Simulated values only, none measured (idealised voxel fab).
Proc. module: voxel capacitor over wiring
Displayed cross-section: cut, width of 205 nm, square cells sized 5 nm.
If you're reading a cross-section in this doc, picture square cells in a grid; it comes to you as bands, top ones listed first down to the bottom, and a band can be one or more rows of cells.
This entry defines a band. It first specifies the height of the band's top and the height of its bottom in nm, and then specifies the band's materials from left to right, stating each material with its width in nm. The word "everywhere" identifies a single material that fills the band from edge to edge, while the word "air" identifies empty space.
Height reference: 0 = level under which incoming wafer is all one material. Lowest band: no bottom, runs on downward, e.g. "top 0, no bottom".
Read "30..40" as a graded width: first number on top, second number at the bottom, same change between each pair of neighbouring rows.
Where the words "no alterations made" appear for a step, the cross-section shows no cell changed by that step; every cell remained as before.
Entry "closed voids" = empty spaces >= 8 cells with no open way to the top; each as width x height at distance, distance from left edge, all nm.
Step line, after settings: the simulator's comment on this step.
overlay nm, on a step with a mask: how far to the right of its planned place the mask lay; to the left if negative
THE FOLLOWING LIST GIVES THE PLANNED PROCESS STEPS
- 1: RECEIVE,material Si
- 2: CONFORMAL_DEP,material SiO2,thk nm 15
- 3: DIRECTIONAL_DEP,material TiN,thk nm 5
- 4: DIRECTIONAL_DEP,material Ru,thk nm 20
- 5: PATTERN,tone cover,mask id METAL_1,material resist,width nm 25,pitch nm 90,thk nm 20,overlay nm 0
- 6: DIRECTIONAL_ETCH,etch materials Ru,depth nm 20
- 7: DIRECTIONAL_ETCH,etch materials TiN,depth nm 5
- 8: STRIP,etch materials resist
- 9: CONFORMAL_DEP,material SiCN,thk nm 5
- 10: FILL_DEP,material lowk,thk nm 5
- 11: CMP,height nm 40
- 12: CONFORMAL_DEP,material SiCN,thk nm 5
- 13: DIRECTIONAL_DEP,material SiO2,thk nm 10
- 14: PATTERN,tone open,mask id PLUG_1,material resist,width nm 15,thk nm 20,overlay nm 0
- 15: DIRECTIONAL_ETCH,etch materials SiO2,depth nm 10
- 16: DIRECTIONAL_ETCH,etch materials SiCN,depth nm 5
- 17: STRIP,etch materials resist
- 18: EPI,material Ru,thk nm 10
- 19: EPI,material Ru,thk nm 5
- 20: DIRECTIONAL_DEP,material TiN,thk nm 10
- 21: DIRECTIONAL_DEP,material Al2O3,thk nm 5
- 22: DIRECTIONAL_DEP,material TiN,thk nm 10
- 23: PATTERN,tone cover,mask id UPPER_PLATE,material resist,width nm 70,thk nm 15,overlay nm 0
- 24: DIRECTIONAL_ETCH,etch materials TiN,depth nm 10
- 25: DIRECTIONAL_ETCH,etch materials Al2O3,depth nm 5
- 26: STRIP,etch materials resist
- 27: PATTERN,tone cover,mask id LOWER_PLATE,material resist,width nm 80,thk nm 20,overlay nm 0
- 28: DIRECTIONAL_ETCH,etch materials TiN,depth nm 10
- 29: STRIP,etch materials resist
- 30: FILL_DEP,material SiO2,thk nm 20
- 31: CMP,height nm 95
- 32: DIRECTIONAL_DEP,material aC,thk nm 15
- 33: PATTERN,tone open,mask id PLUG_2,material resist,width nm 15,thk nm 30,overlay nm 0
- 34: DIRECTIONAL_ETCH,etch materials aC,depth nm 15
- 35: STRIP,etch materials resist
- 36: DIRECTIONAL_ETCH,etch materials SiO2,depth nm 15
- 37: STRIP,etch materials aC
- 38: CONFORMAL_DEP,material TiN,thk nm 5
- 39: FILL_DEP,material W,thk nm 10
- 40: CMP,height nm 95
- 41: CONFORMAL_DEP,material SiCN,thk nm 5
INCOMING WAFER, CROSS-SECTIONAL VIEW, POST STEP 1
top 0, no bottom = Si everywhere
closed voids: none
MODULE COMPLETE - CROSS-SECTION OF THE FIRST OF TWO WAFERS, RUN ACCORDING TO PLAN
top 100, bottom 95 = SiCN everywhere
top 95, bottom 85 = 65 SiO2  5 TiN  5 W  5 TiN  125 SiO2
top 85, bottom 80 = 65 SiO2  15 TiN  125 SiO2
top 80, bottom 70 = 55 SiO2  70 TiN  80 SiO2
top 70, bottom 65 = 55 SiO2  70 Al2O3  80 SiO2
top 65, bottom 55 = 50 SiO2  80 TiN  75 SiO2
top 55, bottom 45 = 55 SiO2  15 Ru  135 SiO2
top 45, bottom 40 = 55 SiCN  15 Ru  135 SiCN
top 40, bottom 20 = 40 lowk  5 SiCN  25 Ru  5 SiCN  55 lowk  5 SiCN  25 Ru  5 SiCN  40 lowk
top 20, bottom 15 = 45 SiCN  25 TiN  65 SiCN  25 TiN  45 SiCN
top 15, bottom 0 = SiO2 everywhere
top 0, no bottom = Si everywhere
closed voids: none
WAFER TWO CROSS-SECTION, MODULE END. START AND PLAN UNCHANGED FROM WAFER ONE; ONE MISTAKE MADE DURING THE RUN
top 100, bottom 95 = SiCN everywhere
top 95, bottom 90 = 65 SiO2  15 TiN  125 SiO2
top 90, bottom 80 = 65 SiO2  60 TiN  80 SiO2
top 80, bottom 75 = 70 SiO2  55 Al2O3  80 SiO2
top 75, bottom 65 = 50 SiO2  80 TiN  75 SiO2
top 65, bottom 60 = 55 SiO2  15 Al2O3  135 SiO2
top 60, bottom 55 = 55 SiO2  15 TiN  135 SiO2
top 55, bottom 50 = 55 SiCN  15 TiN  135 SiCN
top 50, bottom 40 = SiCN everywhere
top 40, bottom 20 = 40 lowk  5 SiCN  25 Ru  5 SiCN  55 lowk  5 SiCN  25 Ru  5 SiCN  40 lowk
top 20, bottom 15 = 45 SiCN  25 TiN  65 SiCN  25 TiN  45 SiCN
top 15, bottom 0 = SiO2 everywhere
top 0, no bottom = Si everywhere
closed voids: none
Deviation from plan: step 12 was processed under conditions differing from the plan, specifically as CONFORMAL_DEP,material SiCN,thk nm 15
Once processing is complete, comparing cell counts shows that the second wafer has more or fewer of certain materials than the first: -9 Ru; +82 SiCN; -69 SiO2; -2 TiN; -2 W
